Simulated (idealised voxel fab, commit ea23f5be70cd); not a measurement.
process module | voxel transistor to metal
cross-section cut | 290 nm wide | cells 5 nm
A cross-section is a grid of square cells, given in bands from the top down. A band is one or more rows of cells.
Each band's line starts with the height of the band's top and of its bottom, in nm. Then come its materials from left to right, each with its width in nm. One material with "throughout" fills the band from edge to edge. "air" is empty space.
Height 0 is the level under which the wafer as received is all one material. The lowest band goes on downwards, as in "0 down".
A width such as "30 to 40" changes by the same amount from each row of cells to the next, from the band's top row to its bottom row.
"no change" after a step means that no cell of the cross-section changed.
closed voids: empty space of 8 cells or more with no open way to the top, each as width x height at its distance from the left edge, in nm
after a step's settings: what the simulator itself notes on the step
overlay nm, on a step with a mask: how far to the right of its planned place the mask lay; to the left if negative
Each pair below shows a cross-section before one step and the cross-section after it, down to the lowest band that changed. The line under each pair gives the step between them, with its settings. The pairs can come from different runs of this module on the same starting wafer, so a pair continues from the pair above only where its "before" says so.
before
  65 to 55: air 45 | SiN 65 | air 70 | SiN 65 | air 45
  55 to 45: air 45 | SiN 10 | SiO2 5 | SiCN 35 | SiO2 5 | SiN 10 | air 70 | SiN 10 | SiO2 5 | SiCN 35 | SiO2 5 | SiN 10 | air 45
  45 to 25: air 45 | SiN 10 | SiO2 5 | polySi 35 | SiO2 5 | SiN 10 | air 70 | SiN 10 | SiO2 5 | polySi 35 | SiO2 5 | SiN 10 | air 45
  25 to 15: SiN 55 | SiO2 5 | polySi 35 | SiO2 5 | SiN 90 | SiO2 5 | polySi 35 | SiO2 5 | SiN 55
  15 to 5: SiCN throughout
  5 to 0: SiO2 throughout
  0 down: Si throughout
  closed voids: none
after
  55 to 45: air 45 | SiN 10 | SiO2 5 | SiCN 35 | SiO2 5 | SiN 10 | air 70 | SiN 10 | SiO2 5 | SiCN 35 | SiO2 5 | SiN 10 | air 45
  45 to 15: air 45 | SiN 10 | SiO2 5 | polySi 35 | SiO2 5 | SiN 10 | air 70 | SiN 10 | SiO2 5 | polySi 35 | SiO2 5 | SiN 10 | air 45
  below 15: unchanged
  closed voids: none
the step between: op DIRECTIONAL_ETCH | etch materials SiN | depth nm 10
before: the cross-section after the pair above
after
  55 to 50: air 45 | SiN 10 | air 5 | SiCN 35 | air 5 | SiN 10 | air 70 | SiN 10 | air 5 | SiCN 35 | air 5 | SiN 10 | air 45
  below 50: unchanged
  closed voids: none
the step between: op DIRECTIONAL_ETCH | etch materials SiO2 | depth nm 5
before: the cross-section after the pair above
after
  65 to 55: SiO2 throughout
  55 to 45: SiO2 45 | SiN 10 | SiO2 5 | SiCN 35 | SiO2 5 | SiN 10 | SiO2 70 | SiN 10 | SiO2 5 | SiCN 35 | SiO2 5 | SiN 10 | SiO2 45
  45 to 15: SiO2 45 | SiN 10 | SiO2 5 | polySi 35 | SiO2 5 | SiN 10 | SiO2 70 | SiN 10 | SiO2 5 | polySi 35 | SiO2 5 | SiN 10 | SiO2 45
  below 15: unchanged
  closed voids: none
the step between: op FILL_DEP | material SiO2 | thk nm 10
before: the cross-section after the pair above
after
  30 to 15: SiO2 45 | SiN 10 | SiO2 5 | polySi 35 | SiO2 5 | SiN 10 | SiO2 70 | SiN 10 | SiO2 5 | polySi 35 | SiO2 5 | SiN 10 | SiO2 45
  below 15: unchanged
  closed voids: none
the step between: op CMP | height nm 30
before: the cross-section after the pair above
after
  30 to 15: SiO2 45 | SiN 10 | SiO2 5 | air 35 | SiO2 5 | SiN 10 | SiO2 70 | SiN 10 | SiO2 5 | air 35 | SiO2 5 | SiN 10 | SiO2 45
  below 15: unchanged
  closed voids: none
the step between: op STRIP | etch materials polySi
before: the cross-section after the pair above
after
  30 to 25: air 45 | SiN 10 | air 45 | SiN 10 | air 70 | SiN 10 | air 45 | SiN 10 | air 45
  25 to 15: SiO2 45 | SiN 10 | air 45 | SiN 10 | SiO2 70 | SiN 10 | air 45 | SiN 10 | SiO2 45
  below 15: unchanged
  closed voids: none
the step between: op SELECTIVE_ETCH | etch materials SiO2 | depth nm 5
before: the cross-section after the pair above
after
  35 to 30: air 40 | HfO2 20 | air 35 | HfO2 20 | air 60 | HfO2 20 | air 35 | HfO2 20 | air 40
  30 to 25: HfO2 45 | SiN 10 | HfO2 5 | air 35 | HfO2 5 | SiN 10 | HfO2 70 | SiN 10 | HfO2 5 | air 35 | HfO2 5 | SiN 10 | HfO2 45
  25 to 20: SiO2 45 | SiN 10 | HfO2 5 | air 35 | HfO2 5 | SiN 10 | SiO2 70 | SiN 10 | HfO2 5 | air 35 | HfO2 5 | SiN 10 | SiO2 45
  20 to 15: SiO2 45 | SiN 10 | HfO2 45 | SiN 10 | SiO2 70 | SiN 10 | HfO2 45 | SiN 10 | SiO2 45
  below 15: unchanged
  closed voids: none
the step between: op CONFORMAL_DEP | material HfO2 | thk nm 5
before: the cross-section after the pair above
after
  40 to 35: air 35 | TiN 30 | air 25 | TiN 30 | air 50 | TiN 30 | air 25 | TiN 30 | air 35
  35 to 30: TiN 40 | HfO2 20 | TiN 5 | air 25 | TiN 5 | HfO2 20 | TiN 60 | HfO2 20 | TiN 5 | air 25 | TiN 5 | HfO2 20 | TiN 40
  30 to 25: HfO2 45 | SiN 10 | HfO2 5 | TiN 5 | air 25 | TiN 5 | HfO2 5 | SiN 10 | HfO2 70 | SiN 10 | HfO2 5 | TiN 5 | air 25 | TiN 5 | HfO2 5 | SiN 10 | HfO2 45
  25 to 20: SiO2 45 | SiN 10 | HfO2 5 | TiN 35 | HfO2 5 | SiN 10 | SiO2 70 | SiN 10 | HfO2 5 | TiN 35 | HfO2 5 | SiN 10 | SiO2 45
  below 20: unchanged
  closed voids: none
the step between: op CONFORMAL_DEP | material TiN | thk nm 5
before: the cross-section after the pair above
after
  50 to 40: W throughout
  40 to 35: W 35 | TiN 30 | W 25 | TiN 30 | W 50 | TiN 30 | W 25 | TiN 30 | W 35
  35 to 30: TiN 40 | HfO2 20 | TiN 5 | W 25 | TiN 5 | HfO2 20 | TiN 60 | HfO2 20 | TiN 5 | W 25 | TiN 5 | HfO2 20 | TiN 40
  30 to 25: HfO2 45 | SiN 10 | HfO2 5 | TiN 5 | W 25 | TiN 5 | HfO2 5 | SiN 10 | HfO2 70 | SiN 10 | HfO2 5 | TiN 5 | W 25 | TiN 5 | HfO2 5 | SiN 10 | HfO2 45
  below 25: unchanged
  closed voids: none
the step between: op FILL_DEP | material W | thk nm 10
before: the cross-section after the pair above
after
  25 to 20: SiO2 45 | SiN 10 | HfO2 5 | TiN 35 | HfO2 5 | SiN 10 | SiO2 70 | SiN 10 | HfO2 5 | TiN 35 | HfO2 5 | SiN 10 | SiO2 45
  below 20: unchanged
  closed voids: none
the step between: op CMP | height nm 25
before: the cross-section after the pair above
after
  40 to 25: SiO2 throughout
  below 25: unchanged
  closed voids: none
the step between: op DIRECTIONAL_DEP | material SiO2 | thk nm 15
before: the cross-section after the pair above
after
  55 to 40: resist 25 | air 15 | resist 75 | air 15 | resist 30 | air 15 | resist 75 | air 15 | resist 25
  below 40: unchanged
  closed voids: none
the step between: op PATTERN | tone open | mask id CONTACT | material resist | width nm 15 | thk nm 15 | overlay nm 0
before: the cross-section after the pair above
after
  55 to 40: resist 25 | air 15 | resist 75 | air 15 | resist 30 | air 15 | resist 75 | air 15 | resist 25
  40 to 25: SiO2 25 | air 15 | SiO2 75 | air 15 | SiO2 30 | air 15 | SiO2 75 | air 15 | SiO2 25
  25 to 20: SiO2 25 | air 15 | SiO2 5 | SiN 10 | HfO2 5 | TiN 35 | HfO2 5 | SiN 10 | SiO2 5 | air 15 | SiO2 30 | air 15 | SiO2 5 | SiN 10 | HfO2 5 | TiN 35 | HfO2 5 | SiN 10 | SiO2 5 | air 15 | SiO2 25
  20 to 15: SiO2 25 | air 15 | SiO2 5 | SiN 10 | HfO2 45 | SiN 10 | SiO2 5 | air 15 | SiO2 30 | air 15 | SiO2 5 | SiN 10 | HfO2 45 | SiN 10 | SiO2 5 | air 15 | SiO2 25
  below 15: unchanged
  closed voids: none
the step between: op DIRECTIONAL_ETCH | etch materials SiO2 | depth nm 40
before: the cross-section after the pair above
after
  40 to 25: SiO2 25 | air 15 | SiO2 75 | air 15 | SiO2 30 | air 15 | SiO2 75 | air 15 | SiO2 25
  below 25: unchanged
  closed voids: none
the step between: op STRIP | etch materials resist
before: the cross-section after the pair above
after
  45 to 40: TiN 30 | air 5 | TiN 85 | air 5 | TiN 40 | air 5 | TiN 85 | air 5 | TiN 30
  40 to 25: SiO2 25 | TiN 5 | air 5 | TiN 5 | SiO2 75 | TiN 5 | air 5 | TiN 5 | SiO2 30 | TiN 5 | air 5 | TiN 5 | SiO2 75 | TiN 5 | air 5 | TiN 5 | SiO2 25
  25 to 20: SiO2 25 | TiN 5 | air 5 | TiN 5 | SiO2 5 | SiN 10 | HfO2 5 | TiN 35 | HfO2 5 | SiN 10 | SiO2 5 | TiN 5 | air 5 | TiN 5 | SiO2 30 | TiN 5 | air 5 | TiN 5 | SiO2 5 | SiN 10 | HfO2 5 | TiN 35 | HfO2 5 | SiN 10 | SiO2 5 | TiN 5 | air 5 | TiN 5 | SiO2 25
  20 to 15: SiO2 25 | TiN 15 | SiO2 5 | SiN 10 | HfO2 45 | SiN 10 | SiO2 5 | TiN 15 | SiO2 30 | TiN 15 | SiO2 5 | SiN 10 | HfO2 45 | SiN 10 | SiO2 5 | TiN 15 | SiO2 25
  below 15: unchanged
  closed voids: none
the step between: op CONFORMAL_DEP | material TiN | thk nm 5
before: the cross-section after the pair above
after
  50 to 45: Ru throughout
  45 to 40: TiN 30 | Ru 5 | TiN 85 | Ru 5 | TiN 40 | Ru 5 | TiN 85 | Ru 5 | TiN 30
  40 to 25: SiO2 25 | TiN 5 | Ru 5 | TiN 5 | SiO2 75 | TiN 5 | Ru 5 | TiN 5 | SiO2 30 | TiN 5 | Ru 5 | TiN 5 | SiO2 75 | TiN 5 | Ru 5 | TiN 5 | SiO2 25
  25 to 20: SiO2 25 | TiN 5 | Ru 5 | TiN 5 | SiO2 5 | SiN 10 | HfO2 5 | TiN 35 | HfO2 5 | SiN 10 | SiO2 5 | TiN 5 | Ru 5 | TiN 5 | SiO2 30 | TiN 5 | Ru 5 | TiN 5 | SiO2 5 | SiN 10 | HfO2 5 | TiN 35 | HfO2 5 | SiN 10 | SiO2 5 | TiN 5 | Ru 5 | TiN 5 | SiO2 25
  below 20: unchanged
  closed voids: none
the step between: op FILL_DEP | material Ru | thk nm 5
before: the cross-section after the pair above
after
  40 to 25: SiO2 25 | TiN 5 | Ru 5 | TiN 5 | SiO2 75 | TiN 5 | Ru 5 | TiN 5 | SiO2 30 | TiN 5 | Ru 5 | TiN 5 | SiO2 75 | TiN 5 | Ru 5 | TiN 5 | SiO2 25
  below 25: unchanged
  closed voids: none
the step between: op CMP | height nm 40
before: the cross-section after the pair above
after
  45 to 40: TiN throughout
  below 40: unchanged
  closed voids: none
the step between: op DIRECTIONAL_DEP | material TiN | thk nm 5
before: the cross-section after the pair above
after
  60 to 45: Ru throughout
  below 45: unchanged
  closed voids: none
the step between: op DIRECTIONAL_DEP | material Ru | thk nm 15
before: the cross-section after the pair above
after
  60 to 45: air 25 | Ru 15 | air 75 | Ru 15 | air 30 | Ru 15 | air 75 | Ru 15 | air 25
  below 45: unchanged
  closed voids: none
the step between: op MASKED_ETCH | tone cover | mask id METAL_1 | width nm 15 | etch materials Ru | depth nm 15 | overlay nm 0
before: the cross-section after the pair above
after
  60 to 45: air 25 | Ru 15 | air 75 | Ru 15 | air 30 | Ru 15 | air 75 | Ru 15 | air 25
  45 to 40: air 25 | TiN 15 | air 75 | TiN 15 | air 30 | TiN 15 | air 75 | TiN 15 | air 25
  below 40: unchanged
  closed voids: none
the step between: op MASKED_ETCH | tone cover | mask id METAL_1 | width nm 15 | etch materials TiN | depth nm 5 | overlay nm 0
before: the cross-section after the pair above
after
  70 to 60: lowk throughout
  60 to 45: lowk 25 | Ru 15 | lowk 75 | Ru 15 | lowk 30 | Ru 15 | lowk 75 | Ru 15 | lowk 25
  45 to 40: lowk 25 | TiN 15 | lowk 75 | TiN 15 | lowk 30 | TiN 15 | lowk 75 | TiN 15 | lowk 25
  below 40: unchanged
  closed voids: none
the step between: op FILL_DEP | material lowk | thk nm 10
before: the cross-section after the pair above
after
  60 to 45: lowk 25 | Ru 15 | lowk 75 | Ru 15 | lowk 30 | Ru 15 | lowk 75 | Ru 15 | lowk 25
  below 45: unchanged
  closed voids: none
the step between: op CMP | height nm 60
before: the cross-section after the pair above
after
  65 to 60: SiN throughout
  below 60: unchanged
  closed voids: none
the step between: op CONFORMAL_DEP | material SiN | thk nm 5
before
  15 to 5: SiN throughout
  5 to 0: SiO2 throughout
  0 down: Si throughout
  closed voids: none
after
  15 to 5: SiN 20 | air 115 | SiN 20 | air 115 | SiN 20
  below 5: unchanged
  closed voids: none
the step between: op MASKED_ETCH | tone open | mask id ACTIVE | width nm 115 | pitch nm 135 | etch materials SiN | depth nm 10 | overlay nm 0
before: the cross-section after the pair above
after
  20 to 15: SiO2 throughout
  15 to 5: SiN 20 | SiO2 115 | SiN 20 | SiO2 115 | SiN 20
  below 5: unchanged
  closed voids: none
the step between: op FILL_DEP | material SiO2 | thk nm 5
before: the cross-section after the pair above
after
  15 to 5: SiN 20 | SiO2 115 | SiN 20 | SiO2 115 | SiN 20
  below 5: unchanged
  closed voids: none
the step between: op CMP | height nm 15
before: the cross-section after the pair above
after
  15 to 10: SiN 20 | air 115 | SiN 20 | air 115 | SiN 20
  below 10: unchanged
  closed voids: none
the step between: op SELECTIVE_ETCH | etch materials SiO2 | depth nm 5
before: the cross-section after the pair above
after
  10 to 5: air 20 | SiO2 115 | air 20 | SiO2 115 | air 20
  below 5: unchanged
  closed voids: none
the step between: op STRIP | etch materials SiN
before: the cross-section after the pair above
after
  5 to 0: air 25 | SiO2 105 | air 30 | SiO2 105 | air 25
  below 0: unchanged
  closed voids: none
the step between: op SELECTIVE_ETCH | etch materials SiO2 | depth nm 5
before: the cross-section after the pair above
after
  5 to 0: air 25 | SiO2 105 | air 30 | SiO2 105 | air 25
  0 to -5: SiO2 30 | Si 95 | SiO2 40 | Si 95 | SiO2 30
  below -5: unchanged
  closed voids: none
the step between: op OXIDIZE | depth nm 5
before: the cross-section after the pair above
after
  35 to 30: air 25 | polySi 105 | air 30 | polySi 105 | air 25
  30 to 5: polySi throughout
  5 to 0: polySi 25 | SiO2 105 | polySi 30 | SiO2 105 | polySi 25
  below 0: unchanged
  closed voids: none
the step between: op DIRECTIONAL_DEP | material polySi | thk nm 30
before: the cross-section after the pair above
after
  45 to 40: air 25 | SiCN 105 | air 30 | SiCN 105 | air 25
  40 to 35: SiCN throughout
  35 to 30: SiCN 25 | polySi 105 | SiCN 30 | polySi 105 | SiCN 25
  below 30: unchanged
  closed voids: none
the step between: op DIRECTIONAL_DEP | material SiCN | thk nm 10
before: the cross-section after the pair above
after
  65 to 45: air 60 | resist 35 | air 100 | resist 35 | air 60
  below 45: unchanged
  closed voids: none
the step between: op PATTERN | tone cover | mask id GATE | material resist | width nm 35 | pitch nm 135 | thk nm 20 | overlay nm 0
before: the cross-section after the pair above
after
  65 to 45: air 60 | resist 35 | air 100 | resist 35 | air 60
  45 to 35: air 60 | SiCN 35 | air 100 | SiCN 35 | air 60
  35 to 30: air 25 | polySi 105 | air 30 | polySi 105 | air 25
  below 30: unchanged
  closed voids: none
the step between: op DIRECTIONAL_ETCH | etch materials SiCN | depth nm 20
before: the cross-section after the pair above
after
  65 to 45: air 60 | resist 35 | air 100 | resist 35 | air 60
  45 to 35: air 60 | SiCN 35 | air 100 | SiCN 35 | air 60
  35 to 5: air 60 | polySi 35 | air 100 | polySi 35 | air 60
  5 to 0: air 25 | SiO2 105 | air 30 | SiO2 105 | air 25
  below 0: unchanged
  closed voids: none
the step between: op DIRECTIONAL_ETCH | etch materials polySi | depth nm 40
before: the cross-section after the pair above
after
  45 to 35: air 60 | SiCN 35 | air 100 | SiCN 35 | air 60
  below 35: unchanged
  closed voids: none
the step between: op STRIP | etch materials resist
before: the cross-section after the pair above
after
  50 to 45: air 55 | SiO2 45 | air 90 | SiO2 45 | air 55
  45 to 35: air 55 | SiO2 5 | SiCN 35 | SiO2 5 | air 90 | SiO2 5 | SiCN 35 | SiO2 5 | air 55
  35 to 10: air 55 | SiO2 5 | polySi 35 | SiO2 5 | air 90 | SiO2 5 | polySi 35 | SiO2 5 | air 55
  10 to 5: air 20 | SiO2 40 | polySi 35 | SiO2 40 | air 20 | SiO2 40 | polySi 35 | SiO2 40 | air 20
  5 to 0: SiO2 throughout
  below 0: unchanged
  closed voids: none
the step between: op CONFORMAL_DEP | material SiO2 | thk nm 5
before: the cross-section after the pair above
after
  45 to 35: air 55 | SiO2 5 | SiCN 35 | SiO2 5 | air 90 | SiO2 5 | SiCN 35 | SiO2 5 | air 55
  35 to 5: air 55 | SiO2 5 | polySi 35 | SiO2 5 | air 90 | SiO2 5 | polySi 35 | SiO2 5 | air 55
  5 to 0: air 20 | SiO2 115 | air 20 | SiO2 115 | air 20
  below 0: unchanged
  closed voids: none
the step between: op DIRECTIONAL_ETCH | etch materials SiO2 | depth nm 5
before: the cross-section after the pair above
after
  55 to 45: air 45 | SiN 65 | air 70 | SiN 65 | air 45
  45 to 35: air 45 | SiN 10 | SiO2 5 | SiCN 35 | SiO2 5 | SiN 10 | air 70 | SiN 10 | SiO2 5 | SiCN 35 | SiO2 5 | SiN 10 | air 45
  35 to 15: air 45 | SiN 10 | SiO2 5 | polySi 35 | SiO2 5 | SiN 10 | air 70 | SiN 10 | SiO2 5 | polySi 35 | SiO2 5 | SiN 10 | air 45
  15 to 10: air 10 | SiN 45 | SiO2 5 | polySi 35 | SiO2 5 | SiN 90 | SiO2 5 | polySi 35 | SiO2 5 | SiN 45 | air 10
  10 to 5: SiN 55 | SiO2 5 | polySi 35 | SiO2 5 | SiN 90 | SiO2 5 | polySi 35 | SiO2 5 | SiN 55
  5 to 0: SiN 20 | SiO2 115 | SiN 20 | SiO2 115 | SiN 20
  below 0: unchanged
  closed voids: none
the step between: op CONFORMAL_DEP | material SiN | thk nm 10
before: the cross-section after the pair above
after
  45 to 35: air 45 | SiN 10 | SiO2 5 | SiCN 35 | SiO2 5 | SiN 10 | air 70 | SiN 10 | SiO2 5 | SiCN 35 | SiO2 5 | SiN 10 | air 45
  35 to 5: air 45 | SiN 10 | SiO2 5 | polySi 35 | SiO2 5 | SiN 10 | air 70 | SiN 10 | SiO2 5 | polySi 35 | SiO2 5 | SiN 10 | air 45
  5 to 0: air 10 | SiN 10 | SiO2 115 | SiN 20 | SiO2 115 | SiN 10 | air 10
  below 0: unchanged
  closed voids: none
the step between: op DIRECTIONAL_ETCH | etch materials SiN | depth nm 10
before: the cross-section after the pair above
after
  45 to 40: air 45 | SiN 10 | air 5 | SiCN 35 | air 5 | SiN 10 | air 70 | SiN 10 | air 5 | SiCN 35 | air 5 | SiN 10 | air 45
  40 to 35: air 45 | SiN 10 | SiO2 5 | SiCN 35 | SiO2 5 | SiN 10 | air 70 | SiN 10 | SiO2 5 | SiCN 35 | SiO2 5 | SiN 10 | air 45
  35 to 5: air 45 | SiN 10 | SiO2 5 | polySi 35 | SiO2 5 | SiN 10 | air 70 | SiN 10 | SiO2 5 | polySi 35 | SiO2 5 | SiN 10 | air 45
  5 to 0: air 10 | SiN 10 | air 25 | SiO2 65 | air 25 | SiN 20 | air 25 | SiO2 65 | air 25 | SiN 10 | air 10
  0 to -5: air 10 | SiO2 20 | Si 95 | SiO2 40 | Si 95 | SiO2 20 | air 10
  below -5: unchanged
  closed voids: none
the step between: op DIRECTIONAL_ETCH | etch materials SiO2 | depth nm 5
before: the cross-section after the pair above
after
  45 to 40: air 45 | SiN 10 | air 5 | SiCN 35 | air 5 | SiN 10 | air 70 | SiN 10 | air 5 | SiCN 35 | air 5 | SiN 10 | air 45
  40 to 35: air 45 | SiN 10 | SiO2 5 | SiCN 35 | SiO2 5 | SiN 10 | air 70 | SiN 10 | SiO2 5 | SiCN 35 | SiO2 5 | SiN 10 | air 45
  35 to 5: air 45 | SiN 10 | SiO2 5 | polySi 35 | SiO2 5 | SiN 10 | air 70 | SiN 10 | SiO2 5 | polySi 35 | SiO2 5 | SiN 10 | air 45
  5 to 0: air 10 | SiN 10 | air 5 | SiGe 20 | SiO2 65 | SiGe 20 | air 5 | SiN 20 | air 5 | SiGe 20 | SiO2 65 | SiGe 20 | air 5 | SiN 10 | air 10
  0 to -5: SiGe 10 | SiO2 20 | Si 95 | SiO2 40 | Si 95 | SiO2 20 | SiGe 10
  below -5: unchanged
  closed voids: none
the step between: op EPI | material SiGe | thk nm 5
before: the cross-section after the pair above
after
  55 to 45: SiO2 throughout
  45 to 35: SiO2 45 | SiN 10 | SiO2 5 | SiCN 35 | SiO2 5 | SiN 10 | SiO2 70 | SiN 10 | SiO2 5 | SiCN 35 | SiO2 5 | SiN 10 | SiO2 45
  35 to 5: SiO2 45 | SiN 10 | SiO2 5 | polySi 35 | SiO2 5 | SiN 10 | SiO2 70 | SiN 10 | SiO2 5 | polySi 35 | SiO2 5 | SiN 10 | SiO2 45
  5 to 0: SiO2 10 | SiN 10 | SiO2 5 | SiGe 20 | SiO2 65 | SiGe 20 | SiO2 5 | SiN 20 | SiO2 5 | SiGe 20 | SiO2 65 | SiGe 20 | SiO2 5 | SiN 10 | SiO2 10
  below 0: unchanged
  closed voids: none
the step between: op FILL_DEP | material SiO2 | thk nm 10
before: the cross-section after the pair above
after
  30 to 5: SiO2 45 | SiN 10 | SiO2 5 | polySi 35 | SiO2 5 | SiN 10 | SiO2 70 | SiN 10 | SiO2 5 | polySi 35 | SiO2 5 | SiN 10 | SiO2 45
  below 5: unchanged
  closed voids: none
the step between: op CMP | height nm 30
before: the cross-section after the pair above
after
  30 to 5: SiO2 45 | SiN 10 | SiO2 5 | air 35 | SiO2 5 | SiN 10 | SiO2 70 | SiN 10 | SiO2 5 | air 35 | SiO2 5 | SiN 10 | SiO2 45
  below 5: unchanged
  closed voids: none
the step between: op STRIP | etch materials polySi
before: the cross-section after the pair above
after
  30 to 25: air 45 | SiN 10 | air 45 | SiN 10 | air 70 | SiN 10 | air 45 | SiN 10 | air 45
  25 to 5: SiO2 45 | SiN 10 | air 45 | SiN 10 | SiO2 70 | SiN 10 | air 45 | SiN 10 | SiO2 45
  5 to 0: SiO2 10 | SiN 10 | SiO2 5 | SiGe 20 | SiO2 10 | air 45 | SiO2 10 | SiGe 20 | SiO2 5 | SiN 20 | SiO2 5 | SiGe 20 | SiO2 10 | air 45 | SiO2 10 | SiGe 20 | SiO2 5 | SiN 10 | SiO2 10
  below 0: unchanged
  closed voids: none
the step between: op SELECTIVE_ETCH | etch materials SiO2 | depth nm 5
before: the cross-section after the pair above
after
  35 to 30: air 40 | HfO2 20 | air 35 | HfO2 20 | air 60 | HfO2 20 | air 35 | HfO2 20 | air 40
  30 to 25: HfO2 45 | SiN 10 | HfO2 5 | air 35 | HfO2 5 | SiN 10 | HfO2 70 | SiN 10 | HfO2 5 | air 35 | HfO2 5 | SiN 10 | HfO2 45
  25 to 5: SiO2 45 | SiN 10 | HfO2 5 | air 35 | HfO2 5 | SiN 10 | SiO2 70 | SiN 10 | HfO2 5 | air 35 | HfO2 5 | SiN 10 | SiO2 45
  5 to 0: SiO2 10 | SiN 10 | SiO2 5 | SiGe 20 | SiO2 10 | HfO2 45 | SiO2 10 | SiGe 20 | SiO2 5 | SiN 20 | SiO2 5 | SiGe 20 | SiO2 10 | HfO2 45 | SiO2 10 | SiGe 20 | SiO2 5 | SiN 10 | SiO2 10
  below 0: unchanged
  closed voids: none
the step between: op CONFORMAL_DEP | material HfO2 | thk nm 5
before: the cross-section after the pair above
after
  40 to 35: air 35 | TiN 30 | air 25 | TiN 30 | air 50 | TiN 30 | air 25 | TiN 30 | air 35
  35 to 30: TiN 40 | HfO2 20 | TiN 5 | air 25 | TiN 5 | HfO2 20 | TiN 60 | HfO2 20 | TiN 5 | air 25 | TiN 5 | HfO2 20 | TiN 40
  30 to 25: HfO2 45 | SiN 10 | HfO2 5 | TiN 5 | air 25 | TiN 5 | HfO2 5 | SiN 10 | HfO2 70 | SiN 10 | HfO2 5 | TiN 5 | air 25 | TiN 5 | HfO2 5 | SiN 10 | HfO2 45
  25 to 10: SiO2 45 | SiN 10 | HfO2 5 | TiN 5 | air 25 | TiN 5 | HfO2 5 | SiN 10 | SiO2 70 | SiN 10 | HfO2 5 | TiN 5 | air 25 | TiN 5 | HfO2 5 | SiN 10 | SiO2 45
  10 to 5: SiO2 45 | SiN 10 | HfO2 5 | TiN 35 | HfO2 5 | SiN 10 | SiO2 70 | SiN 10 | HfO2 5 | TiN 35 | HfO2 5 | SiN 10 | SiO2 45
  below 5: unchanged
  closed voids: none
the step between: op CONFORMAL_DEP | material TiN | thk nm 5
before: the cross-section after the pair above
after
  50 to 40: W throughout
  40 to 35: W 35 | TiN 30 | W 25 | TiN 30 | W 50 | TiN 30 | W 25 | TiN 30 | W 35
  35 to 30: TiN 40 | HfO2 20 | TiN 5 | W 25 | TiN 5 | HfO2 20 | TiN 60 | HfO2 20 | TiN 5 | W 25 | TiN 5 | HfO2 20 | TiN 40
  30 to 25: HfO2 45 | SiN 10 | HfO2 5 | TiN 5 | W 25 | TiN 5 | HfO2 5 | SiN 10 | HfO2 70 | SiN 10 | HfO2 5 | TiN 5 | W 25 | TiN 5 | HfO2 5 | SiN 10 | HfO2 45
  25 to 10: SiO2 45 | SiN 10 | HfO2 5 | TiN 5 | W 25 | TiN 5 | HfO2 5 | SiN 10 | SiO2 70 | SiN 10 | HfO2 5 | TiN 5 | W 25 | TiN 5 | HfO2 5 | SiN 10 | SiO2 45
  below 10: unchanged
  closed voids: none
the step between: op FILL_DEP | material W | thk nm 10
before: the cross-section after the pair above
after
  25 to 10: SiO2 45 | SiN 10 | HfO2 5 | TiN 5 | W 25 | TiN 5 | HfO2 5 | SiN 10 | SiO2 70 | SiN 10 | HfO2 5 | TiN 5 | W 25 | TiN 5 | HfO2 5 | SiN 10 | SiO2 45
  below 10: unchanged
  closed voids: none
the step between: op CMP | height nm 25
before: the cross-section after the pair above
after
  40 to 25: SiO2 throughout
  below 25: unchanged
  closed voids: none
the step between: op DIRECTIONAL_DEP | material SiO2 | thk nm 15
before: the cross-section after the pair above
after
  55 to 40: resist 25 | air 15 | resist 75 | air 15 | resist 30 | air 15 | resist 75 | air 15 | resist 25
  below 40: unchanged
  closed voids: none
the step between: op PATTERN | tone open | mask id CONTACT | material resist | width nm 15 | thk nm 15 | overlay nm 0
before: the cross-section after the pair above
after
  55 to 40: resist 25 | air 15 | resist 75 | air 15 | resist 30 | air 15 | resist 75 | air 15 | resist 25
  40 to 25: SiO2 25 | air 15 | SiO2 75 | air 15 | SiO2 30 | air 15 | SiO2 75 | air 15 | SiO2 25
  25 to 10: SiO2 25 | air 15 | SiO2 5 | SiN 10 | HfO2 5 | TiN 5 | W 25 | TiN 5 | HfO2 5 | SiN 10 | SiO2 5 | air 15 | SiO2 30 | air 15 | SiO2 5 | SiN 10 | HfO2 5 | TiN 5 | W 25 | TiN 5 | HfO2 5 | SiN 10 | SiO2 5 | air 15 | SiO2 25
  10 to 5: SiO2 25 | air 15 | SiO2 5 | SiN 10 | HfO2 5 | TiN 35 | HfO2 5 | SiN 10 | SiO2 5 | air 15 | SiO2 30 | air 15 | SiO2 5 | SiN 10 | HfO2 5 | TiN 35 | HfO2 5 | SiN 10 | SiO2 5 | air 15 | SiO2 25
  below 5: unchanged
  closed voids: none
the step between: op DIRECTIONAL_ETCH | etch materials SiO2 | depth nm 40
before: the cross-section after the pair above
after
  40 to 25: SiO2 25 | air 15 | SiO2 75 | air 15 | SiO2 30 | air 15 | SiO2 75 | air 15 | SiO2 25
  below 25: unchanged
  closed voids: none
the step between: op STRIP | etch materials resist
before: the cross-section after the pair above
after
  45 to 40: TiN 30 | air 5 | TiN 85 | air 5 | TiN 40 | air 5 | TiN 85 | air 5 | TiN 30
  40 to 25: SiO2 25 | TiN 5 | air 5 | TiN 5 | SiO2 75 | TiN 5 | air 5 | TiN 5 | SiO2 30 | TiN 5 | air 5 | TiN 5 | SiO2 75 | TiN 5 | air 5 | TiN 5 | SiO2 25
  25 to 10: SiO2 25 | TiN 5 | air 5 | TiN 5 | SiO2 5 | SiN 10 | HfO2 5 | TiN 5 | W 25 | TiN 5 | HfO2 5 | SiN 10 | SiO2 5 | TiN 5 | air 5 | TiN 5 | SiO2 30 | TiN 5 | air 5 | TiN 5 | SiO2 5 | SiN 10 | HfO2 5 | TiN 5 | W 25 | TiN 5 | HfO2 5 | SiN 10 | SiO2 5 | TiN 5 | air 5 | TiN 5 | SiO2 25
  10 to 5: SiO2 25 | TiN 15 | SiO2 5 | SiN 10 | HfO2 5 | TiN 35 | HfO2 5 | SiN 10 | SiO2 5 | TiN 15 | SiO2 30 | TiN 15 | SiO2 5 | SiN 10 | HfO2 5 | TiN 35 | HfO2 5 | SiN 10 | SiO2 5 | TiN 15 | SiO2 25
  below 5: unchanged
  closed voids: none
the step between: op CONFORMAL_DEP | material TiN | thk nm 5
before: the cross-section after the pair above
after
  50 to 45: Ru throughout
  45 to 40: TiN 30 | Ru 5 | TiN 85 | Ru 5 | TiN 40 | Ru 5 | TiN 85 | Ru 5 | TiN 30
  40 to 25: SiO2 25 | TiN 5 | Ru 5 | TiN 5 | SiO2 75 | TiN 5 | Ru 5 | TiN 5 | SiO2 30 | TiN 5 | Ru 5 | TiN 5 | SiO2 75 | TiN 5 | Ru 5 | TiN 5 | SiO2 25
  25 to 10: SiO2 25 | TiN 5 | Ru 5 | TiN 5 | SiO2 5 | SiN 10 | HfO2 5 | TiN 5 | W 25 | TiN 5 | HfO2 5 | SiN 10 | SiO2 5 | TiN 5 | Ru 5 | TiN 5 | SiO2 30 | TiN 5 | Ru 5 | TiN 5 | SiO2 5 | SiN 10 | HfO2 5 | TiN 5 | W 25 | TiN 5 | HfO2 5 | SiN 10 | SiO2 5 | TiN 5 | Ru 5 | TiN 5 | SiO2 25
  below 10: unchanged
  closed voids: none
the step between: op FILL_DEP | material Ru | thk nm 5
